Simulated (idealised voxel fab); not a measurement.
Module name: voxel wiring stack (process module)
Square cells of 5 nm make up the cross-section cut, whose width is 195 nm.
Just so we're on the same page, the cross-sections are grids of square cells, and they're listed out in bands top to bottom, each band one or more rows deep. What a band's entry tells you: where the top is and where the bottom is, as heights in nm, and after that what lies inside, material by material from left to right, each with its width in nm. Empty space is written as the word "blank", and a single material marked with the word "everywhere" occupies the band from edge to edge. A quick word on heights: they are counted from 0, and under that level the wafer as it came to us is one material throughout. The lowest band is different from the rest in having no bottom; it simply continues downward, written as in "top 0, no bottom". Quick explanation for "30->40": the width changes in equal steps down the rows of cells, from the first number in the band's top row to the second number in its bottom row. The designation "no modifications", where it is given for a processing step, indicates that no cell of the cross-section was altered in the course of that step. Entry "Closed void inventory". Content: empty spaces with no open connection to the top, size 8 cells or greater. Each: width x height at distance. Distance: from left edge. Unit: nm. Note: text after step settings on the step line = simulator remark on that step. overlay nm: how far to the right of its planned place the mask lay on this masked step (negative: to the left). Below you will find pairs of cross-sections. In each, one shows the wafer before one process step and the other after it, with the after view ending at the lowest band that changed. Under each pair is the step separating them, along with its settings. Do not assume the pairs form a chain: they can come from different runs of this module on the same starting wafer, and a pair continues from the pair above it only when its "Cross-section, before" entry says so.
## Cross-section, before
- top 0, no bottom = Si everywhere
- Closed void inventory: none
## Post-Process Section
- top 10, bottom 0 = SiO2 everywhere
- Under 0: no change, same as before.
- Closed void inventory: none
What was done to get from the before section above to the after section? op CONFORMAL_DEP | material SiO2 | thk nm 10
Cross-section, before: starting point is the after cross-section of the pair just above.
## Post-Process Section
- top 15, bottom 10 = SiCN everywhere
- Under 10: no change, same as before.
- Closed void inventory: none
What was done to get from the before section above to the after section? op CONFORMAL_DEP | material SiCN | thk nm 5
Cross-section, before: starting point is the after cross-section of the pair just above.
## Post-Process Section
- top 30, bottom 15 = SiO2 everywhere
- Under 15: no change, same as before.
- Closed void inventory: none
What was done to get from the before section above to the after section? op DIRECTIONAL_DEP | material SiO2 | thk nm 15
Cross-section, before: starting point is the after cross-section of the pair just above.
## Post-Process Section
- top 45, bottom 30 = 55 resist / 25 blank / 30 resist / 25 blank / 60 resist
- Under 30: no change, same as before.
- Closed void inventory: none
What was done to get from the before section above to the after section? op PATTERN | tone open | mask id METAL_1 | material resist | width nm 25 | pitch nm 55 | thk nm 15 | overlay nm 0
Cross-section, before: starting point is the after cross-section of the pair just above.
## Post-Process Section
- top 45, bottom 30 = 55 resist / 25 blank / 30 resist / 25 blank / 60 resist
- top 30, bottom 15 = 55 SiO2 / 25 blank / 30 SiO2 / 25 blank / 60 SiO2
- Under 15: no change, same as before.
- Closed void inventory: none
What was done to get from the before section above to the after section? op DIRECTIONAL_ETCH | etch materials SiO2 | depth nm 15
Cross-section, before: starting point is the after cross-section of the pair just above.
## Post-Process Section
- top 45, bottom 30 = 55 resist / 25 blank / 30 resist / 25 blank / 60 resist
- top 30, bottom 15 = 55 SiO2 / 25 blank / 30 SiO2 / 25 blank / 60 SiO2
- top 15, bottom 10 = 55 SiCN / 25 blank / 30 SiCN / 25 blank / 60 SiCN
- Under 10: no change, same as before.
- Closed void inventory: none
What was done to get from the before section above to the after section? op DIRECTIONAL_ETCH | etch materials SiCN | depth nm 5
Cross-section, before: starting point is the after cross-section of the pair just above.
## Post-Process Section
- top 30, bottom 15 = 55 SiO2 / 25 blank / 30 SiO2 / 25 blank / 60 SiO2
- Under 15: no change, same as before.
- Closed void inventory: none
What was done to get from the before section above to the after section? op STRIP | etch materials resist
Cross-section, before: starting point is the after cross-section of the pair just above.
## Post-Process Section
- top 35, bottom 30 = 60 TiN / 15 blank / 40 TiN / 15 blank / 65 TiN
- top 30, bottom 15 = 55 SiO2 / 5 TiN / 15 blank / 5 TiN / 30 SiO2 / 5 TiN / 15 blank / 5 TiN / 60 SiO2
- top 15, bottom 10 = 55 SiCN / 25 TiN / 30 SiCN / 25 TiN / 60 SiCN
- Under 10: no change, same as before.
- Closed void inventory: none
What was done to get from the before section above to the after section? op CONFORMAL_DEP | material TiN | thk nm 5
Cross-section, before: starting point is the after cross-section of the pair just above.
## Post-Process Section
- top 40, bottom 35 = W everywhere
- top 35, bottom 30 = 60 TiN / 15 W / 40 TiN / 15 W / 65 TiN
- top 30, bottom 15 = 55 SiO2 / 5 TiN / 15 W / 5 TiN / 30 SiO2 / 5 TiN / 15 W / 5 TiN / 60 SiO2
- Under 15: no change, same as before.
- Closed void inventory: none
What was done to get from the before section above to the after section? op FILL_DEP | material W | thk nm 5
Cross-section, before: starting point is the after cross-section of the pair just above.
## Post-Process Section
- top 30, bottom 15 = 55 SiO2 / 5 TiN / 15 W / 5 TiN / 30 SiO2 / 5 TiN / 15 W / 5 TiN / 60 SiO2
- Under 15: no change, same as before.
- Closed void inventory: none
What was done to get from the before section above to the after section? op CMP | height nm 30
Cross-section, before: starting point is the after cross-section of the pair just above.
## Post-Process Section
- top 35, bottom 30 = SiCN everywhere
- Under 30: no change, same as before.
- Closed void inventory: none
What was done to get from the before section above to the after section? op CONFORMAL_DEP | material SiCN | thk nm 5
Cross-section, before: starting point is the after cross-section of the pair just above.
## Post-Process Section
- top 50, bottom 35 = lowk everywhere
- Under 35: no change, same as before.
- Closed void inventory: none
What was done to get from the before section above to the after section? op DIRECTIONAL_DEP | material lowk | thk nm 15
Cross-section, before: starting point is the after cross-section of the pair just above.
## Post-Process Section
- top 65, bottom 50 = 55 resist / 15 blank / 40 resist / 15 blank / 70 resist
- Under 50: no change, same as before.
- Closed void inventory: none
What was done to get from the before section above to the after section? op PATTERN | tone open | mask id PLUG_1 | material resist | width nm 15 | pitch nm 55 | thk nm 15 | overlay nm 0
Cross-section, before: starting point is the after cross-section of the pair just above.
## Post-Process Section
- top 65, bottom 50 = 55 resist / 15 blank / 40 resist / 15 blank / 70 resist
- top 50, bottom 35 = 55 lowk / 15 blank / 40 lowk / 15 blank / 70 lowk
- Under 35: no change, same as before.
- Closed void inventory: none
What was done to get from the before section above to the after section? op DIRECTIONAL_ETCH | etch materials lowk | depth nm 15
Cross-section, before: starting point is the after cross-section of the pair just above.
## Post-Process Section
- top 65, bottom 50 = 55 resist / 15 blank / 40 resist / 15 blank / 70 resist
- top 50, bottom 35 = 55 lowk / 15 blank / 40 lowk / 15 blank / 70 lowk
- top 35, bottom 30 = 55 SiCN / 15 blank / 40 SiCN / 15 blank / 70 SiCN
- Under 30: no change, same as before.
- Closed void inventory: none
What was done to get from the before section above to the after section? op DIRECTIONAL_ETCH | etch materials SiCN | depth nm 5
Cross-section, before: starting point is the after cross-section of the pair just above.
## Post-Process Section
- top 50, bottom 35 = 55 lowk / 15 blank / 40 lowk / 15 blank / 70 lowk
- Under 35: no change, same as before.
- Closed void inventory: none
What was done to get from the before section above to the after section? op STRIP | etch materials resist
Cross-section, before: starting point is the after cross-section of the pair just above.
## Post-Process Section
- top 55, bottom 50 = 60 TiN / 5 blank / 50 TiN / 5 blank / 75 TiN
- top 50, bottom 35 = 55 lowk / 5 TiN / 5 blank / 5 TiN / 40 lowk / 5 TiN / 5 blank / 5 TiN / 70 lowk
- top 35, bottom 30 = 55 SiCN / 15 TiN / 40 SiCN / 15 TiN / 70 SiCN
- Under 30: no change, same as before.
- Closed void inventory: none
What was done to get from the before section above to the after section? op CONFORMAL_DEP | material TiN | thk nm 5
Cross-section, before: starting point is the after cross-section of the pair just above.
## Post-Process Section
- top 65, bottom 55 = Ru everywhere
- top 55, bottom 50 = 60 TiN / 5 Ru / 50 TiN / 5 Ru / 75 TiN
- top 50, bottom 35 = 55 lowk / 5 TiN / 5 Ru / 5 TiN / 40 lowk / 5 TiN / 5 Ru / 5 TiN / 70 lowk
- Under 35: no change, same as before.
- Closed void inventory: none
What was done to get from the before section above to the after section? op FILL_DEP | material Ru | thk nm 10
Cross-section, before: starting point is the after cross-section of the pair just above.
## Post-Process Section
- top 50, bottom 35 = 55 lowk / 5 TiN / 5 Ru / 5 TiN / 40 lowk / 5 TiN / 5 Ru / 5 TiN / 70 lowk
- Under 35: no change, same as before.
- Closed void inventory: none
What was done to get from the before section above to the after section? op CMP | height nm 50
Cross-section, before: starting point is the after cross-section of the pair just above.
## Post-Process Section
- top 55, bottom 50 = TiN everywhere
- Under 50: no change, same as before.
- Closed void inventory: none
What was done to get from the before section above to the after section? op DIRECTIONAL_DEP | material TiN | thk nm 5
Cross-section, before: starting point is the after cross-section of the pair just above.
## Post-Process Section
- top 70, bottom 55 = W everywhere
- Under 55: no change, same as before.
- Closed void inventory: none
What was done to get from the before section above to the after section? op DIRECTIONAL_DEP | material W | thk nm 15
Cross-section, before: starting point is the after cross-section of the pair just above.
## Post-Process Section
- top 80, bottom 70 = aC everywhere
- Under 70: no change, same as before.
- Closed void inventory: none
What was done to get from the before section above to the after section? op DIRECTIONAL_DEP | material aC | thk nm 10
Cross-section, before: starting point is the after cross-section of the pair just above.
## Post-Process Section
- top 105, bottom 80 = 55 blank / 25 resist / 30 blank / 25 resist / 60 blank
- Under 80: no change, same as before.
- Closed void inventory: none
What was done to get from the before section above to the after section? op PATTERN | tone cover | mask id METAL_2 | material resist | width nm 25 | pitch nm 55 | thk nm 25 | overlay nm 0
Cross-section, before: starting point is the after cross-section of the pair just above.
## Post-Process Section
- top 95, bottom 80 = 55 blank / 25 resist / 30 blank / 25 resist / 60 blank
- top 80, bottom 70 = 55 blank / 25 aC / 30 blank / 25 aC / 60 blank
- Under 70: no change, same as before.
- Closed void inventory: none
What was done to get from the before section above to the after section? op DIRECTIONAL_ETCH | etch materials aC | depth nm 10
Cross-section, before: starting point is the after cross-section of the pair just above.
## Post-Process Section
- top 80, bottom 70 = 55 blank / 25 aC / 30 blank / 25 aC / 60 blank
- Under 70: no change, same as before.
- Closed void inventory: none
What was done to get from the before section above to the after section? op STRIP | etch materials resist
Cross-section, before: starting point is the after cross-section of the pair just above.
## Post-Process Section
- top 80, bottom 70 = 55 blank / 25 aC / 30 blank / 25 aC / 60 blank
- top 70, bottom 55 = 55 blank / 25 W / 30 blank / 25 W / 60 blank
- Under 55: no change, same as before.
- Closed void inventory: none
What was done to get from the before section above to the after section? op DIRECTIONAL_ETCH | etch materials W | depth nm 15
Cross-section, before: starting point is the after cross-section of the pair just above.
## Post-Process Section
- top 80, bottom 70 = 55 blank / 25 aC / 30 blank / 25 aC / 60 blank
- top 70, bottom 55 = 55 blank / 25 W / 30 blank / 25 W / 60 blank
- top 55, bottom 50 = 55 blank / 25 TiN / 30 blank / 25 TiN / 60 blank
- Under 50: no change, same as before.
- Closed void inventory: none
What was done to get from the before section above to the after section? op DIRECTIONAL_ETCH | etch materials TiN | depth nm 5
Cross-section, before: starting point is the after cross-section of the pair just above.
## Post-Process Section
- top 70, bottom 55 = 55 blank / 25 W / 30 blank / 25 W / 60 blank
- Under 55: no change, same as before.
- Closed void inventory: none
What was done to get from the before section above to the after section? op STRIP | etch materials aC
Cross-section, before: starting point is the after cross-section of the pair just above.
## Post-Process Section
- top 75, bottom 70 = 50 blank / 35 SiN / 20 blank / 35 SiN / 55 blank
- top 70, bottom 55 = 50 blank / 5 SiN / 25 W / 5 SiN / 20 blank / 5 SiN / 25 W / 5 SiN / 55 blank
- top 55, bottom 50 = 55 SiN / 25 TiN / 30 SiN / 25 TiN / 60 SiN
- Under 50: no change, same as before.
- Closed void inventory: none
What was done to get from the before section above to the after section? op CONFORMAL_DEP | material SiN | thk nm 5
Cross-section, before: starting point is the after cross-section of the pair just above.
## Post-Process Section
- top 80, bottom 75 = SiO2 everywhere
- top 75, bottom 70 = 50 SiO2 / 35 SiN / 20 SiO2 / 35 SiN / 55 SiO2
- top 70, bottom 55 = 50 SiO2 / 5 SiN / 25 W / 5 SiN / 20 SiO2 / 5 SiN / 25 W / 5 SiN / 55 SiO2
- Under 55: no change, same as before.
- Closed void inventory: none
What was done to get from the before section above to the after section? op FILL_DEP | material SiO2 | thk nm 5
Cross-section, before: starting point is the after cross-section of the pair just above.
## Post-Process Section
- top 70, bottom 55 = 50 SiO2 / 5 SiN / 25 W / 5 SiN / 20 SiO2 / 5 SiN / 25 W / 5 SiN / 55 SiO2
- Under 55: no change, same as before.
- Closed void inventory: none
What was done to get from the before section above to the after section? op CMP | height nm 70
Cross-section, before: starting point is the after cross-section of the pair just above.
## Post-Process Section
- top 75, bottom 70 = SiCN everywhere
- Under 70: no change, same as before.
- Closed void inventory: none
What was done to get from the before section above to the after section? op CONFORMAL_DEP | material SiCN | thk nm 5
Cross-section, before: starting point is the after cross-section of the pair just above.
## Post-Process Section
- top 100, bottom 75 = lowk everywhere
- Under 75: no change, same as before.
- Closed void inventory: none
What was done to get from the before section above to the after section? op DIRECTIONAL_DEP | material lowk | thk nm 25
Cross-section, before: starting point is the after cross-section of the pair just above.
## Post-Process Section
- top 100, bottom 75 = 55 lowk / 15 blank / 125 lowk
- Under 75: no change, same as before.
- Closed void inventory: none
What was done to get from the before section above to the after section? op MASKED_ETCH | tone open | mask id METAL_3_HOLES | width nm 15 | etch materials lowk | depth nm 25 | overlay nm 0
Cross-section, before: starting point is the after cross-section of the pair just above.
## Post-Process Section
- top 120, bottom 100 = 55 resist / 25 blank / 30 resist / 25 blank / 60 resist
- Under 100: no change, same as before.
- Closed void inventory: none
What was done to get from the before section above to the after section? op PATTERN | tone open | mask id METAL_3 | material resist | width nm 25 | pitch nm 55 | thk nm 20 | overlay nm 0
Cross-section, before: starting point is the after cross-section of the pair just above.
## Post-Process Section
- top 120, bottom 100 = 55 resist / 25 blank / 30 resist / 25 blank / 60 resist
- top 100, bottom 85 = 55 lowk / 25 blank / 30 lowk / 25 blank / 60 lowk
- Under 85: no change, same as before.
- Closed void inventory: none
What was done to get from the before section above to the after section? op DIRECTIONAL_ETCH | etch materials lowk | depth nm 15
Cross-section, before: starting point is the after cross-section of the pair just above.
## Post-Process Section
- top 120, bottom 100 = 55 resist / 25 blank / 30 resist / 25 blank / 60 resist
- top 100, bottom 85 = 55 lowk / 25 blank / 30 lowk / 25 blank / 60 lowk
- top 85, bottom 75 = 55 lowk / 15 blank / 125 lowk
- top 75, bottom 70 = 55 SiCN / 15 blank / 125 SiCN
- Under 70: no change, same as before.
- Closed void inventory: none
What was done to get from the before section above to the after section? op DIRECTIONAL_ETCH | etch materials SiCN | depth nm 5
Cross-section, before: starting point is the after cross-section of the pair just above.
## Post-Process Section
- top 100, bottom 85 = 55 lowk / 25 blank / 30 lowk / 25 blank / 60 lowk
- Under 85: no change, same as before.
- Closed void inventory: none
What was done to get from the before section above to the after section? op STRIP | etch materials resist
Cross-section, before: starting point is the after cross-section of the pair just above.
## Post-Process Section
- top 105, bottom 100 = 60 TiN / 15 blank / 40 TiN / 15 blank / 65 TiN
- top 100, bottom 90 = 55 lowk / 5 TiN / 15 blank / 5 TiN / 30 lowk / 5 TiN / 15 blank / 5 TiN / 60 lowk
- top 90, bottom 85 = 55 lowk / 5 TiN / 5 blank / 15 TiN / 30 lowk / 25 TiN / 60 lowk
- top 85, bottom 75 = 55 lowk / 5 TiN / 5 blank / 5 TiN / 125 lowk
- top 75, bottom 70 = 55 SiCN / 15 TiN / 125 SiCN
- Under 70: no change, same as before.
- Closed void inventory: none
What was done to get from the before section above to the after section? op CONFORMAL_DEP | material TiN | thk nm 5
Cross-section, before: starting point is the after cross-section of the pair just above.
## Post-Process Section
- top 115, bottom 105 = Cu everywhere
- top 105, bottom 100 = 60 TiN / 15 Cu / 40 TiN / 15 Cu / 65 TiN
- top 100, bottom 90 = 55 lowk / 5 TiN / 15 Cu / 5 TiN / 30 lowk / 5 TiN / 15 Cu / 5 TiN / 60 lowk
- top 90, bottom 85 = 55 lowk / 5 TiN / 5 Cu / 15 TiN / 30 lowk / 25 TiN / 60 lowk
- top 85, bottom 75 = 55 lowk / 5 TiN / 5 Cu / 5 TiN / 125 lowk
- Under 75: no change, same as before.
- Closed void inventory: none
What was done to get from the before section above to the after section? op FILL_DEP | material Cu | thk nm 10
Cross-section, before: starting point is the after cross-section of the pair just above.
## Post-Process Section
- top 100, bottom 90 = 55 lowk / 5 TiN / 15 Cu / 5 TiN / 30 lowk / 5 TiN / 15 Cu / 5 TiN / 60 lowk
- Under 90: no change, same as before.
- Closed void inventory: none
What was done to get from the before section above to the after section? op CMP | height nm 100
Cross-section, before: starting point is the after cross-section of the pair just above.
## Post-Process Section
- top 105, bottom 100 = SiCN everywhere
- Under 100: no change, same as before.
- Closed void inventory: none
What was done to get from the before section above to the after section? op CONFORMAL_DEP | material SiCN | thk nm 5
## Cross-section, before
- top 65, bottom 55 = Ru everywhere
- top 55, bottom 50 = 60 TiN / 5 Ru / 50 TiN / 5 Ru / 75 TiN
- top 50, bottom 35 = 55 lowk / 5 TiN / 5 Ru / 5 TiN / 40 lowk / 5 TiN / 5 Ru / 5 TiN / 70 lowk
- top 35, bottom 30 = 55 SiCN / 15 TiN / 40 SiCN / 15 TiN / 70 SiCN
- top 30, bottom 15 = 55 SiO2 / 5 TiN / 15 W / 5 TiN / 30 SiO2 / 5 TiN / 15 W / 5 TiN / 60 SiO2
- top 15, bottom 10 = 55 SiCN / 25 TiN / 30 SiCN / 25 TiN / 60 SiCN
- top 10, bottom 0 = SiO2 everywhere
- top 0, no bottom = Si everywhere
- Closed void inventory: none
## Post-Process Section
- top 70, bottom 65 = TiN everywhere
- Under 65: no change, same as before.
- Closed void inventory: none
What was done to get from the before section above to the after section? op DIRECTIONAL_DEP | material TiN | thk nm 5
Cross-section, before: starting point is the after cross-section of the pair just above.
## Post-Process Section
- top 85, bottom 70 = W everywhere
- Under 70: no change, same as before.
- Closed void inventory: none
What was done to get from the before section above to the after section? op DIRECTIONAL_DEP | material W | thk nm 15
Cross-section, before: starting point is the after cross-section of the pair just above.
## Post-Process Section
- top 95, bottom 85 = aC everywhere
- Under 85: no change, same as before.
- Closed void inventory: none
What was done to get from the before section above to the after section? op DIRECTIONAL_DEP | material aC | thk nm 10
Cross-section, before: starting point is the after cross-section of the pair just above.
## Post-Process Section
- top 120, bottom 95 = 55 blank / 25 resist / 30 blank / 25 resist / 60 blank
- Under 95: no change, same as before.
- Closed void inventory: none
What was done to get from the before section above to the after section? op PATTERN | tone cover | mask id METAL_2 | material resist | width nm 25 | pitch nm 55 | thk nm 25 | overlay nm 0
Cross-section, before: starting point is the after cross-section of the pair just above.
## Post-Process Section
- top 110, bottom 95 = 55 blank / 25 resist / 30 blank / 25 resist / 60 blank
- top 95, bottom 85 = 55 blank / 25 aC / 30 blank / 25 aC / 60 blank
- Under 85: no change, same as before.
- Closed void inventory: none
What was done to get from the before section above to the after section? op DIRECTIONAL_ETCH | etch materials aC | depth nm 10
Cross-section, before: starting point is the after cross-section of the pair just above.
## Post-Process Section
- top 95, bottom 85 = 55 blank / 25 aC / 30 blank / 25 aC / 60 blank
- Under 85: no change, same as before.
- Closed void inventory: none
What was done to get from the before section above to the after section? op STRIP | etch materials resist
Cross-section, before: starting point is the after cross-section of the pair just above.
## Post-Process Section
- top 95, bottom 85 = 55 blank / 25 aC / 30 blank / 25 aC / 60 blank
- top 85, bottom 70 = 55 blank / 25 W / 30 blank / 25 W / 60 blank
- Under 70: no change, same as before.
- Closed void inventory: none
What was done to get from the before section above to the after section? op DIRECTIONAL_ETCH | etch materials W | depth nm 15
Cross-section, before: starting point is the after cross-section of the pair just above.
## Post-Process Section
- top 95, bottom 85 = 55 blank / 25 aC / 30 blank / 25 aC / 60 blank
- top 85, bottom 70 = 55 blank / 25 W / 30 blank / 25 W / 60 blank
- top 70, bottom 65 = 55 blank / 25 TiN / 30 blank / 25 TiN / 60 blank
- Under 65: no change, same as before.
- Closed void inventory: none
What was done to get from the before section above to the after section? op DIRECTIONAL_ETCH | etch materials TiN | depth nm 5
Cross-section, before: starting point is the after cross-section of the pair just above.
## Post-Process Section
- top 85, bottom 70 = 55 blank / 25 W / 30 blank / 25 W / 60 blank
- Under 70: no change, same as before.
- Closed void inventory: none
What was done to get from the before section above to the after section? op STRIP | etch materials aC
Cross-section, before: starting point is the after cross-section of the pair just above.
## Post-Process Section
- top 90, bottom 85 = 50 blank / 35 SiN / 20 blank / 35 SiN / 55 blank
- top 85, bottom 70 = 50 blank / 5 SiN / 25 W / 5 SiN / 20 blank / 5 SiN / 25 W / 5 SiN / 55 blank
- top 70, bottom 65 = 55 SiN / 25 TiN / 30 SiN / 25 TiN / 60 SiN
- Under 65: no change, same as before.
- Closed void inventory: none
What was done to get from the before section above to the after section? op CONFORMAL_DEP | material SiN | thk nm 5
Cross-section, before: starting point is the after cross-section of the pair just above.
## Post-Process Section
- top 95, bottom 90 = SiO2 everywhere
- top 90, bottom 85 = 50 SiO2 / 35 SiN / 20 SiO2 / 35 SiN / 55 SiO2
- top 85, bottom 70 = 50 SiO2 / 5 SiN / 25 W / 5 SiN / 20 SiO2 / 5 SiN / 25 W / 5 SiN / 55 SiO2
- Under 70: no change, same as before.
- Closed void inventory: none
What was done to get from the before section above to the after section? op FILL_DEP | material SiO2 | thk nm 5
Cross-section, before: starting point is the after cross-section of the pair just above.
## Post-Process Section
- top 70, bottom 65 = 55 SiN / 25 TiN / 30 SiN / 25 TiN / 60 SiN
- Under 65: no change, same as before.
- Closed void inventory: none
What was done to get from the before section above to the after section? op CMP | height nm 70
Cross-section, before: starting point is the after cross-section of the pair just above.
## Post-Process Section
- top 75, bottom 70 = SiCN everywhere
- Under 70: no change, same as before.
- Closed void inventory: none
What was done to get from the before section above to the after section? op CONFORMAL_DEP | material SiCN | thk nm 5
Cross-section, before: starting point is the after cross-section of the pair just above.
## Post-Process Section
- top 100, bottom 75 = lowk everywhere
- Under 75: no change, same as before.
- Closed void inventory: none
What was done to get from the before section above to the after section? op DIRECTIONAL_DEP | material lowk | thk nm 25
Cross-section, before: starting point is the after cross-section of the pair just above.
## Post-Process Section
- top 100, bottom 75 = 55 lowk / 15 blank / 125 lowk
- Under 75: no change, same as before.
- Closed void inventory: none
What was done to get from the before section above to the after section? op MASKED_ETCH | tone open | mask id METAL_3_HOLES | width nm 15 | etch materials lowk | depth nm 25 | overlay nm 0
Cross-section, before: starting point is the after cross-section of the pair just above.
## Post-Process Section
- top 120, bottom 100 = 55 resist / 25 blank / 30 resist / 25 blank / 60 resist
- Under 100: no change, same as before.
- Closed void inventory: none
What was done to get from the before section above to the after section? op PATTERN | tone open | mask id METAL_3 | material resist | width nm 25 | pitch nm 55 | thk nm 20 | overlay nm 0
Cross-section, before: starting point is the after cross-section of the pair just above.
## Post-Process Section
- top 120, bottom 100 = 55 resist / 25 blank / 30 resist / 25 blank / 60 resist
- top 100, bottom 85 = 55 lowk / 25 blank / 30 lowk / 25 blank / 60 lowk
- Under 85: no change, same as before.
- Closed void inventory: none
What was done to get from the before section above to the after section? op DIRECTIONAL_ETCH | etch materials lowk | depth nm 15
Cross-section, before: starting point is the after cross-section of the pair just above.
## Post-Process Section
- top 120, bottom 100 = 55 resist / 25 blank / 30 resist / 25 blank / 60 resist
- top 100, bottom 85 = 55 lowk / 25 blank / 30 lowk / 25 blank / 60 lowk
- top 85, bottom 75 = 55 lowk / 15 blank / 125 lowk
- top 75, bottom 70 = 55 SiCN / 15 blank / 125 SiCN
- Under 70: no change, same as before.
- Closed void inventory: none
What was done to get from the before section above to the after section? op DIRECTIONAL_ETCH | etch materials SiCN | depth nm 5
Cross-section, before: starting point is the after cross-section of the pair just above.
## Post-Process Section
- top 100, bottom 85 = 55 lowk / 25 blank / 30 lowk / 25 blank / 60 lowk
- Under 85: no change, same as before.
- Closed void inventory: none
What was done to get from the before section above to the after section? op STRIP | etch materials resist
Cross-section, before: starting point is the after cross-section of the pair just above.
## Post-Process Section
- top 105, bottom 100 = 60 TiN / 15 blank / 40 TiN / 15 blank / 65 TiN
- top 100, bottom 90 = 55 lowk / 5 TiN / 15 blank / 5 TiN / 30 lowk / 5 TiN / 15 blank / 5 TiN / 60 lowk
- top 90, bottom 85 = 55 lowk / 5 TiN / 5 blank / 15 TiN / 30 lowk / 25 TiN / 60 lowk
- top 85, bottom 75 = 55 lowk / 5 TiN / 5 blank / 5 TiN / 125 lowk
- top 75, bottom 70 = 55 SiCN / 15 TiN / 125 SiCN
- Under 70: no change, same as before.
- Closed void inventory: none
What was done to get from the before section above to the after section? op CONFORMAL_DEP | material TiN | thk nm 5
Cross-section, before: starting point is the after cross-section of the pair just above.
## Post-Process Section
- top 115, bottom 105 = Cu everywhere
- top 105, bottom 100 = 60 TiN / 15 Cu / 40 TiN / 15 Cu / 65 TiN
- top 100, bottom 90 = 55 lowk / 5 TiN / 15 Cu / 5 TiN / 30 lowk / 5 TiN / 15 Cu / 5 TiN / 60 lowk
- top 90, bottom 85 = 55 lowk / 5 TiN / 5 Cu / 15 TiN / 30 lowk / 25 TiN / 60 lowk
- top 85, bottom 75 = 55 lowk / 5 TiN / 5 Cu / 5 TiN / 125 lowk
- Under 75: no change, same as before.
- Closed void inventory: none
What was done to get from the before section above to the after section? op FILL_DEP | material Cu | thk nm 10
Cross-section, before: starting point is the after cross-section of the pair just above.
## Post-Process Section
- top 100, bottom 90 = 55 lowk / 5 TiN / 15 Cu / 5 TiN / 30 lowk / 5 TiN / 15 Cu / 5 TiN / 60 lowk
- Under 90: no change, same as before.
- Closed void inventory: none
What was done to get from the before section above to the after section? op CMP | height nm 100
Cross-section, before: starting point is the after cross-section of the pair just above.
## Post-Process Section
- top 105, bottom 100 = SiCN everywhere
- Under 100: no change, same as before.
- Closed void inventory: none
What was done to get from the before section above to the after section? op CONFORMAL_DEP | material SiCN | thk nm 5
## Cross-section, before
- top 100, bottom 75 = lowk everywhere
- top 75, bottom 70 = SiCN everywhere
- top 70, bottom 55 = 50 SiO2 / 5 SiN / 25 W / 5 SiN / 20 SiO2 / 5 SiN / 25 W / 5 SiN / 55 SiO2
- top 55, bottom 50 = 55 SiN / 25 TiN / 30 SiN / 25 TiN / 60 SiN
- top 50, bottom 35 = 55 lowk / 5 TiN / 5 Ru / 5 TiN / 40 lowk / 5 TiN / 5 Ru / 5 TiN / 70 lowk
- top 35, bottom 30 = 55 SiCN / 15 TiN / 40 SiCN / 15 TiN / 70 SiCN
- top 30, bottom 15 = 55 SiO2 / 5 TiN / 15 W / 5 TiN / 30 SiO2 / 5 TiN / 15 W / 5 TiN / 60 SiO2
- top 15, bottom 10 = 55 SiCN / 25 TiN / 30 SiCN / 25 TiN / 60 SiCN
- top 10, bottom 0 = SiO2 everywhere
- top 0, no bottom = Si everywhere
- Closed void inventory: none
## Post-Process Section
- top 125, bottom 75 = lowk everywhere
- Under 75: no change, same as before.
- Closed void inventory: none
What was done to get from the before section above to the after section? op DIRECTIONAL_DEP | material lowk | thk nm 25
Cross-section, before: starting point is the after cross-section of the pair just above.
## Post-Process Section
- top 125, bottom 100 = 55 lowk / 15 blank / 125 lowk
- Under 100: no change, same as before.
- Closed void inventory: none
What was done to get from the before section above to the after section? op MASKED_ETCH | tone open | mask id METAL_3_HOLES | width nm 15 | etch materials lowk | depth nm 25 | overlay nm 0
Cross-section, before: starting point is the after cross-section of the pair just above.
## Post-Process Section
- top 145, bottom 125 = 55 resist / 25 blank / 30 resist / 25 blank / 60 resist
- Under 125: no change, same as before.
- Closed void inventory: none
What was done to get from the before section above to the after section? op PATTERN | tone open | mask id METAL_3 | material resist | width nm 25 | pitch nm 55 | thk nm 20 | overlay nm 0
Cross-section, before: starting point is the after cross-section of the pair just above.
## Post-Process Section
- top 145, bottom 125 = 55 resist / 25 blank / 30 resist / 25 blank / 60 resist
- top 125, bottom 110 = 55 lowk / 25 blank / 30 lowk / 25 blank / 60 lowk
- top 110, bottom 85 = 55 lowk / 15 blank / 125 lowk
- Under 85: no change, same as before.
- Closed void inventory: none
What was done to get from the before section above to the after section? op DIRECTIONAL_ETCH | etch materials lowk | depth nm 15
Cross-section, before: starting point is the after cross-section of the pair just above.
## Post-Process Section
- top 125, bottom 110 = 55 lowk / 25 blank / 30 lowk / 25 blank / 60 lowk
- Under 110: no change, same as before.
- Closed void inventory: none
What was done to get from the before section above to the after section? op STRIP | etch materials resist
Cross-section, before: starting point is the after cross-section of the pair just above.
## Post-Process Section
- top 130, bottom 125 = 60 TiN / 15 blank / 40 TiN / 15 blank / 65 TiN
- top 125, bottom 115 = 55 lowk / 5 TiN / 15 blank / 5 TiN / 30 lowk / 5 TiN / 15 blank / 5 TiN / 60 lowk
- top 115, bottom 110 = 55 lowk / 5 TiN / 5 blank / 15 TiN / 30 lowk / 25 TiN / 60 lowk
- top 110, bottom 90 = 55 lowk / 5 TiN / 5 blank / 5 TiN / 125 lowk
- top 90, bottom 85 = 55 lowk / 15 TiN / 125 lowk
- Under 85: no change, same as before.
- Closed void inventory: none
What was done to get from the before section above to the after section? op CONFORMAL_DEP | material TiN | thk nm 5
Cross-section, before: starting point is the after cross-section of the pair just above.
## Post-Process Section
- top 140, bottom 130 = Cu everywhere
- top 130, bottom 125 = 60 TiN / 15 Cu / 40 TiN / 15 Cu / 65 TiN
- top 125, bottom 115 = 55 lowk / 5 TiN / 15 Cu / 5 TiN / 30 lowk / 5 TiN / 15 Cu / 5 TiN / 60 lowk
- top 115, bottom 110 = 55 lowk / 5 TiN / 5 Cu / 15 TiN / 30 lowk / 25 TiN / 60 lowk
- top 110, bottom 90 = 55 lowk / 5 TiN / 5 Cu / 5 TiN / 125 lowk
- Under 90: no change, same as before.
- Closed void inventory: none
What was done to get from the before section above to the after section? op FILL_DEP | material Cu | thk nm 10
Cross-section, before: starting point is the after cross-section of the pair just above.
## Post-Process Section
- top 100, bottom 90 = 55 lowk / 5 TiN / 5 Cu / 5 TiN / 125 lowk
- Under 90: no change, same as before.
- Closed void inventory: none
What was done to get from the before section above to the after section? op CMP | height nm 100
Cross-section, before: starting point is the after cross-section of the pair just above.
## Post-Process Section
- top 105, bottom 100 = SiCN everywhere
- Under 100: no change, same as before.
- Closed void inventory: none
What was done to get from the before section above to the after section? op CONFORMAL_DEP | material SiCN | thk nm 5
